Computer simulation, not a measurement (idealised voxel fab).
Process module, titled voxel lift off
Cross-section cut spans 295 nm and uses square cells 5 nm in size.
Heads up, the way a cross-section reads in here is a grid of square cells, handed over as bands from the top down, with every band being one or more rows of cells. In this notation a band is specified by the heights of its top and bottom, in that order and in nm, after which its materials appear from left to right, each paired with its width in nm. The word "everywhere" attached to a single material means that material fills the band from edge to edge; the word "air" stands for empty space. Heights are measured from 0, the level below which the as-received wafer is all one material; the lowest band has no bottom and continues downward, written as in "z 0 and below". Width "30..40": first value at the band's top row of cells, second value at its bottom row, equal change from row to row. "no modifications" means the step left every cell of the cross-section as it was. Empty spaces without an open route to the top, at least 8 cells in extent, make up the entry "Enclosed void listing"; each is given as width x height at distance, where the distance is measured from the left edge, and all are in nm. Past the settings on a step's line: simulator remark, on that step. overlay nm: for a step with a mask, the amount by which the mask lay right of where it was planned; a negative amount means left of it.
# List of planned process steps
1 RECEIVE (material Si)
2 CONFORMAL_DEP (material SiN; thk nm 10)
3 PATTERN (tone open; mask id LINES; material resist; width nm 25; pitch nm 50; thk nm 30; overlay nm 0)
4 DIRECTIONAL_DEP (material Ru; thk nm 15)
5 STRIP (etch materials resist)
6 CONFORMAL_DEP (material SiN; thk nm 5)
# So this is the incoming wafer in cross-section - it's already been through step 1
    z 0 and below | Si everywhere
    Enclosed void listing: none
# The module was run from the start shown above using the plan shown above, but one mistake was made doing it; the resulting wafer cross-section is below
    z 25 to 20 | air 80; SiN 35; air 15; SiN 35; air 15; SiN 35; air 80
    z 20 to 15 | air 80; SiN 5; Ru 25; SiN 5; air 15; SiN 5; Ru 25; SiN 5; air 15; SiN 5; Ru 25; SiN 5; air 80
    z 15 to 10 | SiN 85; Ru 25; SiN 25; Ru 25; SiN 25; Ru 25; SiN 85
    z 10 to 0 | SiN everywhere
    z 0 and below | Si everywhere
    Enclosed void listing: none
It is concluded that the wafer was processed incorrectly with respect to the plan, in that so step 4 ended up running with a different setting than we planned, it ran as DIRECTIONAL_DEP (material Ru; thk nm 10)
